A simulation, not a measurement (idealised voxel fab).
The process module that follows is named voxel transistor to metal.
cross-section cut | 205 nm wide | cells 5 nm
Reading order for cross-sections: top band down to bottom band. Underlying form: a grid of square cells. Band size: one or more rows of cells. Basically the band line says how high the top is and how high the bottom is, in nm, and then what's in it from left to right, every material with its width in nm. Empty space shows up as "empty", and if a single material carries "all across" it runs the full band edge to edge. Where do heights start? At 0: under that level the wafer as delivered is made of one material only. And the lowest band has no floor; it just carries on downward, as in "top 0, no bottom". Read "30..40" as a graded width: first number on top, second number at the bottom, same change between each pair of neighbouring rows. Where a step carries "no modification", the cross-section came out of it unchanged, cell for cell. The label "Closed internal cavities" introduces a list of the empty spaces, 8 cells or larger, that have no open way up to the top; each entry in it reads width x height at distance, where the distance is taken from the left edge and all three are stated in nm. Heads up: the bit after the settings on a step's line is the simulator's remark on that step. "overlay nm" answers the question of how far to the right of plan the mask lay on a step that has a mask, and when it is negative the answer is to the left.

The following list gives the planned process steps
1. RECEIVE [material Si]
2. CONFORMAL_DEP [material SiO2] [thk nm 5]
3. CONFORMAL_DEP [material SiN] [thk nm 15]
4. MASKED_ETCH [tone cover] [mask id ACTIVE] [width nm 95] [etch materials SiN] [depth nm 15] [overlay nm 0]
5. MASKED_ETCH [tone cover] [mask id ACTIVE] [width nm 95] [etch materials SiO2] [depth nm 5] [overlay nm 0]
6. MASKED_ETCH [tone cover] [mask id ACTIVE] [width nm 95] [etch materials Si] [depth nm 25] [overlay nm 0]
7. FILL_DEP [material SiO2] [thk nm 15]
8. CMP [height nm 20]
9. SELECTIVE_ETCH [etch materials SiO2] [depth nm 15]
10. STRIP [etch materials SiN]
11. SELECTIVE_ETCH [etch materials SiO2] [depth nm 5]
12. OXIDIZE [depth nm 5]
13. DIRECTIONAL_DEP [material polySi] [thk nm 30]
14. DIRECTIONAL_DEP [material SiCN] [thk nm 15]
15. DIRECTIONAL_DEP [material aC] [thk nm 15]
16. PATTERN [tone cover] [mask id GATE] [material resist] [width nm 15] [thk nm 35] [overlay nm 0]
17. DIRECTIONAL_ETCH [etch materials aC] [depth nm 15]
18. STRIP [etch materials resist]
19. DIRECTIONAL_ETCH [etch materials SiCN] [depth nm 25]
20. DIRECTIONAL_ETCH [etch materials polySi] [depth nm 40]
21. STRIP [etch materials aC]
22. CONFORMAL_DEP [material SiN] [thk nm 5]
23. DIRECTIONAL_ETCH [etch materials SiN] [depth nm 5]
24. DIRECTIONAL_ETCH [etch materials SiO2] [depth nm 5]
25. DIRECTIONAL_ETCH [etch materials Si] [depth nm 15]
26. EPI [material pSi] [thk nm 20]
27. FILL_DEP [material SiO2] [thk nm 5]
28. CMP [height nm 45]
29. DIRECTIONAL_DEP [material SiO2] [thk nm 15]
30. PATTERN [tone open] [mask id CONTACT] [material resist] [width nm 20] [pitch nm 65] [thk nm 15] [overlay nm 0]
31. DIRECTIONAL_ETCH [etch materials SiO2] [depth nm 60]
32. STRIP [etch materials resist]
33. CONFORMAL_DEP [material TiN] [thk nm 5]
34. FILL_DEP [material W] [thk nm 10]
35. CMP [height nm 60]
36. CONFORMAL_DEP [material SiCN] [thk nm 5]
37. DIRECTIONAL_DEP [material lowk] [thk nm 20]
38. MASKED_ETCH [tone open] [mask id METAL_1] [width nm 20] [pitch nm 65] [etch materials lowk] [depth nm 20] [overlay nm 0]
39. MASKED_ETCH [tone open] [mask id METAL_1] [width nm 20] [pitch nm 65] [etch materials SiCN] [depth nm 5] [overlay nm 0]
40. CONFORMAL_DEP [material TiN] [thk nm 5]
41. FILL_DEP [material Cu] [thk nm 5]
42. CMP [height nm 85]
43. CONFORMAL_DEP [material SiCN] [thk nm 5]
44. DIRECTIONAL_DEP [material SiO2] [thk nm 30]
45. PATTERN [tone open] [mask id METAL_2_HOLES] [material resist] [width nm 15] [pitch nm 65] [thk nm 15] [overlay nm 0]
46. DIRECTIONAL_ETCH [etch materials SiO2] [depth nm 30]
47. STRIP [etch materials resist]
48. MASKED_ETCH [tone open] [mask id METAL_2] [width nm 20] [pitch nm 65] [etch materials SiO2] [depth nm 15] [overlay nm 0]
49. MASKED_ETCH [tone open] [mask id METAL_2] [width nm 20] [pitch nm 65] [etch materials SiCN] [depth nm 5] [overlay nm 0]
50. CONFORMAL_DEP [material TiN] [thk nm 5]
51. FILL_DEP [material Cu] [thk nm 10]
52. CMP [height nm 120]
53. CONFORMAL_DEP [material SiCN] [thk nm 5]

Cross-section: wafer on arrival = after step 1
top 0, no bottom = Si all across
Closed internal cavities: none

One mistake in running the module, otherwise start and plan as above: cross-section at the end
top 125, bottom 120 = SiCN all across
top 120, bottom 110 = 60 of SiO2 / 5 of TiN / 10 of Cu / 5 of TiN / 45 of SiO2 / 5 of TiN / 10 of Cu / 5 of TiN / 60 of SiO2
top 110, bottom 105 = 60 of SiO2 / 5 of TiN / 5 of Cu / 10 of TiN / 45 of SiO2 / 5 of TiN / 5 of Cu / 10 of TiN / 60 of SiO2
top 105, bottom 90 = 60 of SiO2 / 5 of TiN / 5 of Cu / 5 of TiN / 50 of SiO2 / 5 of TiN / 5 of Cu / 5 of TiN / 65 of SiO2
top 90, bottom 85 = 60 of SiCN / 15 of TiN / 50 of SiCN / 15 of TiN / 65 of SiCN
top 85, bottom 65 = 60 of lowk / 5 of TiN / 10 of Cu / 5 of TiN / 45 of lowk / 5 of TiN / 10 of Cu / 5 of TiN / 60 of lowk
top 65, bottom 60 = 60 of SiCN / 20 of TiN / 45 of SiCN / 20 of TiN / 60 of SiCN
top 60, bottom 55 = W all across
top 55, bottom 50 = 65 of TiN / 10 of W / 55 of TiN / 10 of W / 65 of TiN
top 50, bottom 35 = 60 of SiO2 / 5 of TiN / 10 of W / 5 of TiN / 45 of SiO2 / 5 of TiN / 10 of W / 5 of TiN / 60 of SiO2
top 35, bottom 30 = 60 of SiO2 / 5 of TiN / 10 of W / 5 of TiN / 10 of SiO2 / 5 of SiN / 15 of SiCN / 5 of SiN / 10 of SiO2 / 5 of TiN / 10 of W / 5 of TiN / 60 of SiO2
top 30, bottom 20 = 60 of SiO2 / 5 of TiN / 10 of W / 5 of TiN / 10 of SiO2 / 5 of SiN / 15 of polySi / 5 of SiN / 10 of SiO2 / 5 of TiN / 10 of W / 5 of TiN / 60 of SiO2
top 20, bottom 15 = 60 of SiO2 / 20 of TiN / 10 of SiO2 / 5 of SiN / 15 of polySi / 5 of SiN / 10 of SiO2 / 20 of TiN / 60 of SiO2
top 15, bottom 0 = 60 of SiO2 / 10 of TiN / 20 of pSi / 5 of SiN / 15 of polySi / 5 of SiN / 20 of pSi / 10 of TiN / 60 of SiO2
top 0, bottom -5 = 50 of SiO2 / 40 of pSi / 25 of SiO2 / 40 of pSi / 50 of SiO2
top -5, bottom -20 = 55 of SiO2 / 35 of pSi / 25 of Si / 35 of pSi / 55 of SiO2
top -20, bottom -25 = 55 of SiO2 / 95 of Si / 55 of SiO2
top -25, no bottom = Si all across
Closed internal cavities: none
Which mistake was made when the wafer was run? it should be noted that step 28 was executed with settings other than those planned, the operation and settings actually applied being CMP [height nm 35]
